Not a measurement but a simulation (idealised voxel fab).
process module | voxel released beams
cross-section cut | 200 nm wide | cells 5 nm
A cross-section is a grid of square cells, given in bands from the top down. A band is one or more rows of cells.
Each band's line starts with the height of the band's top and of its bottom, in nm. Then come its materials from left to right, each with its width in nm. One material with "throughout" fills the band from edge to edge. "air" is empty space.
Height 0 is the level under which the wafer as received is all one material. The lowest band goes on downwards, as in "0 down".
A width such as "30 to 40" changes by the same amount from each row of cells to the next, from the band's top row to its bottom row.
"no change" after a step means that no cell of the cross-section changed.
closed voids: empty space of 8 cells or more with no open way to the top, each as width x height at its distance from the left edge, in nm
after a step's settings: what the simulator itself notes on the step
overlay nm, on a step with a mask: how far to the right of its planned place the mask lay; to the left if negative
plan
1 op RECEIVE | material Si
2 op CONFORMAL_DEP | material SiN | thk nm 5
3 op DIRECTIONAL_DEP | material SiO2 | thk nm 20
4 op MASKED_ETCH | tone open | mask id ANCHOR | width nm 35 | etch materials SiO2 | depth nm 20 | overlay nm 0
5 op CONFORMAL_DEP | material TiN | thk nm 15
6 op DIRECTIONAL_DEP | material aC | thk nm 15
7 op PATTERN | tone cover | mask id BEAM | material resist | width nm 90 | thk nm 30 | overlay nm 0
8 op DIRECTIONAL_ETCH | etch materials aC | depth nm 15
9 op STRIP | etch materials resist
10 op DIRECTIONAL_ETCH | etch materials TiN | depth nm 5
11 op STRIP | etch materials aC
12 op STRIP | etch materials SiO2
varied across the wafers: depth nm of step 10. The plan shows the first wafer's value. All wafers start alike
first wafer as received, after step 1
  0 down: Si throughout
  closed voids: none
each wafer at the end: cells of each material gained (+) or lost (-) since it was received, then its closed voids
depth nm 5 | +40 SiN | +132 SiO2 | +122 TiN | closed voids: none
depth nm 10 | +40 SiN | +132 SiO2 | +100 TiN | closed voids: none
depth nm 15 | +40 SiN | +78 TiN | closed voids: none
depth nm 20 | +40 SiN | +78 TiN | closed voids: none
depth nm 25 | +40 SiN | +78 TiN | closed voids: none
depth nm 30 | +40 SiN | +78 TiN | closed voids: none
